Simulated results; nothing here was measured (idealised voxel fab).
Process module under the name voxel released beams
Square cells of 5 nm make up the cross-section cut, whose width is 180 nm.
A cross-section is written here as square cells arranged in a grid, and it is given in bands from the top down, each band taking up one or more rows of cells.
Read a band's entry like this: the first values are the height of its top and the height of its bottom in nm, and what follows is the sequence of materials from left to right, each with its width in nm. Note that "blank" is empty space, and that a single material marked "full width" reaches across the band from edge to edge.
The level at which height equals 0 is the one under which the wafer, as it arrives, is entirely one material. No lower edge exists for the bottom band, which continues downward and is notated as in "0 nm and below".
Note: "30->40" means the width goes from the first number (top row of the band) to the second number (bottom row) in equal steps per row of cells.
Where the words "nothing got changed" appear for a step, the cross-section shows no cell changed by that step; every cell remained as before.
"Enclosed cavity list" contains a list of empty spaces, each no smaller than 8 cells and without an open way to the top, written in the form width x height at distance with the distance from the left edge and all three in nm.
It should be noted that, on the line of a given step, the content following the step's settings is a remark produced by the simulator itself with respect to that step.
overlay nm: right-of-plan distance of the mask on a masked step; negative values mean left-of-plan.
### Planned process steps
1. RECEIVE, material Si
2. CONFORMAL_DEP, material SiN, thk nm 10
3. DIRECTIONAL_DEP, material SiO2, thk nm 20
4. PATTERN, tone open, mask id ANCHOR, material resist, width nm 35, thk nm 15, overlay nm 0
5. DIRECTIONAL_ETCH, etch materials SiO2, depth nm 20
6. STRIP, etch materials resist
7. CONFORMAL_DEP, material TiN, thk nm 15
8. DIRECTIONAL_DEP, material aC, thk nm 15
9. PATTERN, tone cover, mask id BEAM, material resist, width nm 100, thk nm 30, overlay nm 0
10. DIRECTIONAL_ETCH, etch materials aC, depth nm 15
11. STRIP, etch materials resist
12. DIRECTIONAL_ETCH, etch materials TiN, depth nm 15
13. STRIP, etch materials aC
14. STRIP, etch materials SiO2
### Cross-section of the incoming wafer, state after step 1
	0 nm and below  Si full width
	Enclosed cavity list: none
### Run as planned - first of the two wafers cross-sectioned at the end of the module
	45 nm to 30 nm  35 of blank  20 of TiN  5 of blank  75 of TiN  45 of blank
	30 nm to 25 nm  40 of blank  15 of TiN  5 of blank  15 of TiN  105 of blank
	25 nm to 10 nm  40 of blank  35 of TiN  105 of blank
	10 nm to 0 nm  SiN full width
	0 nm and below  Si full width
	Enclosed cavity list: none
### End-of-module cross-section of the second wafer: identical starting point and process plan to the first, with one processing mistake
	35 nm to 20 nm  35 of blank  20 of TiN  5 of blank  75 of TiN  45 of blank
	20 nm to 15 nm  40 of blank  15 of TiN  5 of blank  15 of TiN  105 of blank
	15 nm to 0 nm  40 of blank  35 of TiN  105 of blank
	0 nm and below  Si full width
	Enclosed cavity list: none
Here's what went sideways: step 2 from the plan never happened, it was just skipped
Wrapping up, a cell-based count of both wafers puts the second over or under the first for these materials: 72 fewer of SiN
